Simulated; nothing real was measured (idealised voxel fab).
The process module that follows is named voxel wiring stack.
Square cells of 5 nm make up the cross-section cut, whose width is 230 nm.
If you're reading a cross-section in this doc, picture square cells in a grid; it comes to you as bands, top ones listed first down to the bottom, and a band can be one or more rows of cells.
Basically the band line says how high the top is and how high the bottom is, in nm, and then what's in it from left to right, every material with its width in nm. Empty space shows up as "blank", and if a single material carries "everywhere" it runs the full band edge to edge.
Heights are expressed relative to 0, this being the level below which the as-received wafer comprises one material exclusively. The lowest band is unbounded in the downward direction and is denoted as in "0 nm and below".
Per-row width for "30->40": begins at first number (top row of band), ends at second number (bottom row), increment between rows held constant.
Reading "no modification" for a step: not a cell of the cross-section changed in it.
"Sealed internal voids" specifies each empty space that is not open to the top and that occupies no fewer than 8 cells, using the form width x height at distance, the distance measured from the left edge and all three quantities in nm.
Formally, on a step line, whatever follows the settings is a remark that the simulator itself makes on the step.
"overlay nm" on a masked step: distance the mask lay right of its planned place, negative for left.

[The following list gives the planned process steps]
1 op RECEIVE | material Si
2 op CONFORMAL_DEP | material SiO2 | thk nm 15
3 op CONFORMAL_DEP | material SiCN | thk nm 5
4 op DIRECTIONAL_DEP | material SiO2 | thk nm 25
5 op DIRECTIONAL_DEP | material aC | thk nm 10
6 op PATTERN | tone open | mask id METAL_1 | material resist | width nm 25 | pitch nm 50 | thk nm 25 | overlay nm 0
7 op DIRECTIONAL_ETCH | etch materials aC | depth nm 10
8 op STRIP | etch materials resist
9 op DIRECTIONAL_ETCH | etch materials SiO2 | depth nm 25
10 op DIRECTIONAL_ETCH | etch materials SiCN | depth nm 5
11 op STRIP | etch materials aC
12 op CONFORMAL_DEP | material TiN | thk nm 5
13 op FILL_DEP | material W | thk nm 5
14 op CMP | height nm 45
15 op CONFORMAL_DEP | material SiCN | thk nm 5
16 op DIRECTIONAL_DEP | material lowk | thk nm 15
17 op DIRECTIONAL_DEP | material aC | thk nm 15
18 op PATTERN | tone open | mask id PLUG_1 | material resist | width nm 15 | pitch nm 100 | thk nm 35 | overlay nm 0
19 op DIRECTIONAL_ETCH | etch materials aC | depth nm 15
20 op STRIP | etch materials resist
21 op DIRECTIONAL_ETCH | etch materials lowk | depth nm 15
22 op DIRECTIONAL_ETCH | etch materials SiCN | depth nm 5
23 op STRIP | etch materials aC
24 op EPI | material Ru | thk nm 10
25 op EPI | material Ru | thk nm 10
26 op CONFORMAL_DEP | material SiN | thk nm 5
27 op DIRECTIONAL_DEP | material SiO2 | thk nm 20
28 op MASKED_ETCH | tone open | mask id METAL_2 | width nm 25 | pitch nm 50 | etch materials SiO2 | depth nm 20 | overlay nm 0
29 op MASKED_ETCH | tone open | mask id METAL_2 | width nm 25 | pitch nm 50 | etch materials SiN | depth nm 5 | overlay nm 0
30 op CONFORMAL_DEP | material TiN | thk nm 5
31 op FILL_DEP | material Cu | thk nm 10
32 op CMP | height nm 90
33 op CONFORMAL_DEP | material SiCN | thk nm 5
34 op DIRECTIONAL_DEP | material SiO2 | thk nm 10
35 op DIRECTIONAL_DEP | material aC | thk nm 15
36 op PATTERN | tone open | mask id PLUG_2 | material resist | width nm 15 | pitch nm 100 | thk nm 30 | overlay nm 0
37 op DIRECTIONAL_ETCH | etch materials aC | depth nm 15
38 op STRIP | etch materials resist
39 op DIRECTIONAL_ETCH | etch materials SiO2 | depth nm 10
40 op DIRECTIONAL_ETCH | etch materials SiCN | depth nm 5
41 op STRIP | etch materials aC
42 op CONFORMAL_DEP | material TiN | thk nm 5
43 op FILL_DEP | material Ru | thk nm 5
44 op CMP | height nm 105
45 op DIRECTIONAL_DEP | material TiN | thk nm 5
46 op DIRECTIONAL_DEP | material Ru | thk nm 25
47 op DIRECTIONAL_DEP | material aC | thk nm 10
48 op PATTERN | tone cover | mask id METAL_3 | material resist | width nm 25 | pitch nm 50 | thk nm 30 | overlay nm 0
49 op DIRECTIONAL_ETCH | etch materials aC | depth nm 10
50 op STRIP | etch materials resist
51 op DIRECTIONAL_ETCH | etch materials Ru | depth nm 25
52 op DIRECTIONAL_ETCH | etch materials TiN | depth nm 5
53 op STRIP | etch materials aC
54 op CONFORMAL_DEP | material SiCN | thk nm 5
55 op FILL_DEP | material SiO2 | thk nm 10
56 op CMP | height nm 135
57 op CONFORMAL_DEP | material SiCN | thk nm 5
58 op DIRECTIONAL_DEP | material lowk | thk nm 10
59 op PATTERN | tone open | mask id PLUG_3 | material resist | width nm 15 | pitch nm 100 | thk nm 20 | overlay nm 0
60 op DIRECTIONAL_ETCH | etch materials lowk | depth nm 10
61 op DIRECTIONAL_ETCH | etch materials SiCN | depth nm 5
62 op STRIP | etch materials resist
63 op CONFORMAL_DEP | material TiN | thk nm 5
64 op FILL_DEP | material Ru | thk nm 5
65 op CMP | height nm 150
66 op DIRECTIONAL_DEP | material TiN | thk nm 5
67 op DIRECTIONAL_DEP | material W | thk nm 20
68 op PATTERN | tone cover | mask id METAL_4 | material resist | width nm 25 | pitch nm 50 | thk nm 20 | overlay nm 0
69 op DIRECTIONAL_ETCH | etch materials W | depth nm 20
70 op DIRECTIONAL_ETCH | etch materials TiN | depth nm 5
71 op STRIP | etch materials resist
72 op FILL_DEP | material SiO2 | thk nm 5
73 op CMP | height nm 175
74 op CONFORMAL_DEP | material SiN | thk nm 5

[Here's what the wafer looked like in cross-section when it arrived - that's after step 1]
* 0 nm and below  Si everywhere
* Sealed internal voids: none

[Look at the cross-section after the module: the wafer started out the way shown above and the plan was the one shown above, yet one mistake was made along the way]
* 180 nm to 175 nm  SiN everywhere
* 175 nm to 155 nm  SiO2 25, W 25, SiO2 25, W 25, SiO2 25, W 25, SiO2 25, W 25, SiO2 30
* 155 nm to 150 nm  SiO2 25, TiN 25, SiO2 25, TiN 25, SiO2 25, TiN 25, SiO2 25, TiN 25, SiO2 30
* 150 nm to 140 nm  lowk 25, TiN 5, Ru 5, TiN 5, lowk 85, TiN 5, Ru 5, TiN 5, lowk 90
* 140 nm to 135 nm  SiCN 25, TiN 15, SiCN 85, TiN 15, SiCN 90
* 135 nm to 110 nm  SiO2 20, SiCN 5, Ru 25, SiCN 5, SiO2 15, SiCN 5, Ru 25, SiCN 5, SiO2 15, SiCN 5, Ru 25, SiCN 5, SiO2 15, SiCN 5, Ru 25, SiCN 5, SiO2 25
* 110 nm to 105 nm  SiCN 25, TiN 25, SiCN 25, TiN 25, SiCN 25, TiN 25, SiCN 25, TiN 25, SiCN 30
* 105 nm to 95 nm  Cu everywhere
* 95 nm to 90 nm  TiN 30, Cu 15, TiN 35, Cu 15, TiN 35, Cu 15, TiN 35, Cu 15, TiN 35
* 90 nm to 70 nm  SiO2 25, TiN 5, Cu 15, TiN 5, SiO2 25, TiN 5, Cu 15, TiN 5, SiO2 25, TiN 5, Cu 15, TiN 5, SiO2 25, TiN 5, Cu 15, TiN 5, SiO2 30
* 70 nm to 65 nm  SiN 25, TiN 25, SiN 25, TiN 25, SiN 25, TiN 25, SiN 25, TiN 25, SiN 30
* 65 nm to 50 nm  lowk 25, Ru 15, lowk 85, Ru 15, lowk 90
* 50 nm to 45 nm  SiCN 25, Ru 15, SiCN 85, Ru 15, SiCN 90
* 45 nm to 20 nm  SiO2 25, TiN 5, W 15, TiN 5, SiO2 25, TiN 5, W 15, TiN 5, SiO2 25, TiN 5, W 15, TiN 5, SiO2 25, TiN 5, W 15, TiN 5, SiO2 30
* 20 nm to 15 nm  SiCN 25, TiN 25, SiCN 25, TiN 25, SiCN 25, TiN 25, SiCN 25, TiN 25, SiCN 30
* 15 nm to 0 nm  SiO2 everywhere
* 0 nm and below  Si everywhere
* Sealed internal voids: none
Against the plan, the run slipped here: with respect to the plan, step 32 was omitted and not executed
